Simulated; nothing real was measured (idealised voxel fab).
process module | voxel capacitor over wiring
cross-section cut | 265 nm wide | cells 5 nm
A cross-section is a grid of square cells, given in bands from the top down. A band is one or more rows of cells.
Each band's line starts with the height of the band's top and of its bottom, in nm. Then come its materials from left to right, each with its width in nm. One material with "throughout" fills the band from edge to edge. "air" is empty space.
Height 0 is the level under which the wafer as received is all one material. The lowest band goes on downwards, as in "0 down".
A width such as "30 to 40" changes by the same amount from each row of cells to the next, from the band's top row to its bottom row.
"no change" after a step means that no cell of the cross-section changed.
closed voids: empty space of 8 cells or more with no open way to the top, each as width x height at its distance from the left edge, in nm
after a step's settings: what the simulator itself notes on the step
overlay nm, on a step with a mask: how far to the right of its planned place the mask lay; to the left if negative
plan
1 op RECEIVE | material Si
2 op CONFORMAL_DEP | material SiO2 | thk nm 15
3 op CONFORMAL_DEP | material SiN | thk nm 5
4 op DIRECTIONAL_DEP | material SiO2 | thk nm 20
5 op PATTERN | tone open | mask id METAL_1 | material resist | width nm 30 | pitch nm 80 | thk nm 15 | overlay nm 0
6 op DIRECTIONAL_ETCH | etch materials SiO2 | depth nm 20
7 op DIRECTIONAL_ETCH | etch materials SiN | depth nm 5
8 op STRIP | etch materials resist
9 op CONFORMAL_DEP | material TiN | thk nm 5
10 op FILL_DEP | material Ru | thk nm 5
11 op CMP | height nm 40
12 op EPI | material Ru | thk nm 5
13 op FILL_DEP | material SiCN | thk nm 5
14 op DIRECTIONAL_DEP | material SiO2 | thk nm 20
15 op MASKED_ETCH | tone open | mask id PLUG_1 | width nm 15 | etch materials SiO2 | depth nm 20 | overlay nm 0
16 op MASKED_ETCH | tone open | mask id PLUG_1 | width nm 15 | etch materials SiCN | depth nm 5 | overlay nm 0
17 op EPI | material Ru | thk nm 10
18 op EPI | material Ru | thk nm 10
19 op EPI | material Ru | thk nm 5
20 op DIRECTIONAL_DEP | material TiN | thk nm 10
21 op DIRECTIONAL_DEP | material Al2O3 | thk nm 5
22 op DIRECTIONAL_DEP | material TiN | thk nm 10
23 op DIRECTIONAL_DEP | material aC | thk nm 15
24 op PATTERN | tone cover | mask id UPPER_PLATE | material resist | width nm 55 | thk nm 30 | overlay nm 0
25 op DIRECTIONAL_ETCH | etch materials aC | depth nm 15
26 op STRIP | etch materials resist
27 op DIRECTIONAL_ETCH | etch materials TiN | depth nm 10
28 op DIRECTIONAL_ETCH | etch materials Al2O3 | depth nm 5
29 op STRIP | etch materials aC
30 op MASKED_ETCH | tone cover | mask id LOWER_PLATE | width nm 65 | etch materials TiN | depth nm 10 | overlay nm 0
31 op FILL_DEP | material SiO2 | thk nm 15
32 op CMP | height nm 105
33 op DIRECTIONAL_DEP | material aC | thk nm 10
34 op PATTERN | tone open | mask id PLUG_2 | material resist | width nm 15 | thk nm 30 | overlay nm 0
35 op DIRECTIONAL_ETCH | etch materials aC | depth nm 10
36 op STRIP | etch materials resist
37 op DIRECTIONAL_ETCH | etch materials SiO2 | depth nm 10
38 op STRIP | etch materials aC
39 op CONFORMAL_DEP | material TiN | thk nm 5
40 op FILL_DEP | material Cu | thk nm 5
41 op CMP | height nm 105
42 op CONFORMAL_DEP | material SiCN | thk nm 5
as received, after step 1
  0 down: Si throughout
  closed voids: none
a wafer at the end: this start, this plan, one mistake
  110 to 105: SiCN throughout
  105 to 100: SiO2 100 | TiN 5 | Cu 5 | TiN 5 | SiO2 150
  100 to 95: SiO2 100 | TiN 15 | SiO2 150
  95 to 85: SiO2 90 | TiN 55 | SiO2 120
  85 to 80: SiO2 90 | Al2O3 55 | SiO2 120
  80 to 70: SiO2 85 | TiN 65 | SiO2 115
  70 to 50: SiO2 80 | Ru 15 | SiO2 170
  50 to 45: SiCN 90 | Ru 5 | SiCN 170
  45 to 40: SiCN 70 | Ru 40 | SiCN 40 | Ru 40 | SiCN 75
  40 to 20: SiO2 75 | TiN 5 | Ru 20 | TiN 5 | SiO2 50 | TiN 5 | Ru 20 | TiN 5 | SiO2 80
  20 to 15: SiN 75 | TiN 30 | SiN 50 | TiN 30 | SiN 80
  15 to 0: SiO2 throughout
  0 down: Si throughout
  closed voids: none
what went wrong: step 15 ran as: op MASKED_ETCH | tone open | mask id PLUG_1 | width nm 15 | etch materials SiO2 | depth nm 20 | overlay nm -10
